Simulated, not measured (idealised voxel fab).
Process module heading - voxel transistor to metal
195 nm wide, 5 nm square cells: that's cross-section cut.
In this document a cross-section is written as a grid of square cells. It is given as a series of bands, listed from the top down, and a band is one or more rows of cells.
Each band's line starts with the height of the band's top and of its bottom, in nm. Then come its materials from left to right, each with its width in nm. One material with "edge to edge" fills the band from edge to edge. "blank" is empty space.
Height 0 is the level under which the wafer as received is all one material. The lowest band goes on downwards, as in "z 0 and below".
Note: "30->40" means the width goes from the first number (top row of the band) to the second number (bottom row) in equal steps per row of cells.
Take "stayed the same" at face value: in the step it is given for, the cross-section changed in none of its cells.
Empty spaces without an open route to the top, at least 8 cells in extent, make up the entry "Entrapped void list"; each is given as width x height at distance, where the distance is measured from the left edge, and all are in nm.
Heads up: the bit after the settings on a step's line is the simulator's remark on that step.
overlay nm: mask right of planned place by this much (step with mask). Neg. = left.
[Process steps foreseen in the plan]
| 1 | RECEIVE (material Si) |
| 2 | OXIDIZE (depth nm 5) |
| 3 | CONFORMAL_DEP (material SiN; thk nm 10) |
| 4 | PATTERN (tone cover; mask id ACTIVE; material resist; width nm 115; thk nm 20; overlay nm 0) |
| 5 | DIRECTIONAL_ETCH (etch materials SiN; depth nm 10) |
| 6 | DIRECTIONAL_ETCH (etch materials SiO2; depth nm 5) |
| 7 | DIRECTIONAL_ETCH (etch materials Si; depth nm 35) |
| 8 | STRIP (etch materials resist) |
| 9 | FILL_DEP (material SiO2; thk nm 5) |
| 10 | CMP (height nm 10) |
| 11 | SELECTIVE_ETCH (etch materials SiO2; depth nm 10) |
| 12 | STRIP (etch materials SiN) |
| 13 | SELECTIVE_ETCH (etch materials SiO2; depth nm 5) |
| 14 | OXIDIZE (depth nm 5) |
| 15 | DIRECTIONAL_DEP (material polySi; thk nm 20) |
| 16 | DIRECTIONAL_DEP (material SiCN; thk nm 10) |
| 17 | MASKED_ETCH (tone cover; mask id GATE; width nm 25; etch materials SiCN; depth nm 20; overlay nm 0) |
| 18 | MASKED_ETCH (tone cover; mask id GATE; width nm 25; etch materials polySi; depth nm 30; overlay nm 0) |
| 19 | CONFORMAL_DEP (material SiN; thk nm 10) |
| 20 | DIRECTIONAL_ETCH (etch materials SiN; depth nm 10) |
| 21 | DIRECTIONAL_ETCH (etch materials SiO2; depth nm 5) |
| 22 | DIRECTIONAL_ETCH (etch materials Si; depth nm 10) |
| 23 | EPI (material SiGe; thk nm 10) |
| 24 | FILL_DEP (material SiO2; thk nm 5) |
| 25 | CMP (height nm 15) |
| 26 | STRIP (etch materials polySi) |
| 27 | SELECTIVE_ETCH (etch materials SiO2; depth nm 5) |
| 28 | CONFORMAL_DEP (material HfO2; thk nm 5) |
| 29 | CONFORMAL_DEP (material TiN; thk nm 5) |
| 30 | FILL_DEP (material W; thk nm 10) |
| 31 | CMP (height nm 10) |
| 32 | DIRECTIONAL_DEP (material SiO2; thk nm 15) |
| 33 | MASKED_ETCH (tone open; mask id CONTACT; width nm 20; pitch nm 75; etch materials SiO2; depth nm 35; overlay nm 0) |
| 34 | CONFORMAL_DEP (material TiN; thk nm 5) |
| 35 | FILL_DEP (material W; thk nm 10) |
| 36 | CMP (height nm 25) |
| 37 | DIRECTIONAL_DEP (material TiN; thk nm 5) |
| 38 | DIRECTIONAL_DEP (material W; thk nm 20) |
| 39 | PATTERN (tone cover; mask id METAL_1; material resist; width nm 20; pitch nm 75; thk nm 15; overlay nm 0) |
| 40 | DIRECTIONAL_ETCH (etch materials W; depth nm 20) |
| 41 | DIRECTIONAL_ETCH (etch materials TiN; depth nm 5) |
| 42 | STRIP (etch materials resist) |
| 43 | CONFORMAL_DEP (material SiN; thk nm 5) |
| 44 | FILL_DEP (material lowk; thk nm 5) |
| 45 | CMP (height nm 50) |
| 46 | CONFORMAL_DEP (material SiCN; thk nm 5) |
[So this is the incoming wafer in cross-section - it's already been through step 1]
  z 0 and below | Si edge to edge
  Entrapped void list: none
[Here's the wafer cut in cross-section after the module, started and planned just like above, except one thing was done wrong in the run]
  z 55 to 50 | SiCN edge to edge
  z 50 to 30 | lowk (45) / SiN (5) / W (20) / SiN (5) / lowk (45) / SiN (5) / W (20) / SiN (5) / lowk (45)
  z 30 to 25 | SiN (50) / TiN (20) / SiN (55) / TiN (20) / SiN (50)
  z 25 to 20 | W edge to edge
  z 20 to 15 | TiN (55) / W (10) / TiN (65) / W (10) / TiN (55)
  z 15 to 10 | SiO2 (50) / TiN (5) / W (10) / TiN (5) / SiO2 (55) / TiN (5) / W (10) / TiN (5) / SiO2 (50)
  z 10 to 0 | SiO2 (50) / TiN (5) / W (10->5) / TiN (5->10) / SiO2 (5) / SiN (10) / HfO2 (5) / TiN (5) / W (5) / TiN (5) / HfO2 (5) / SiN (10) / SiO2 (5) / TiN (5->10) / W (10->5) / TiN (5) / SiO2 (50)
  z 0 to -5 | SiO2 (50) / TiN (5) / W (5) / TiN (5) / SiGe (10) / SiN (10) / HfO2 (5) / TiN (15) / HfO2 (5) / SiN (10) / SiGe (10) / TiN (5) / W (5) / TiN (5) / SiO2 (50)
  z -5 to -10 | SiO2 (50) / TiN (15) / SiGe (10) / SiO2 (5) / HfO2 (35) / SiO2 (5) / SiGe (10) / TiN (15) / SiO2 (50)
  z -10 to -20 | SiO2 (40) / SiGe (35) / Si (45) / SiGe (35) / SiO2 (40)
  z -20 to -40 | SiO2 (40) / Si (115) / SiO2 (40)
  z -40 and below | Si edge to edge
  Entrapped void list: none
Against the plan, the run slipped here: step 32 went in with a setting other than planned; the actual run was DIRECTIONAL_DEP (material SiO2; thk nm 5)
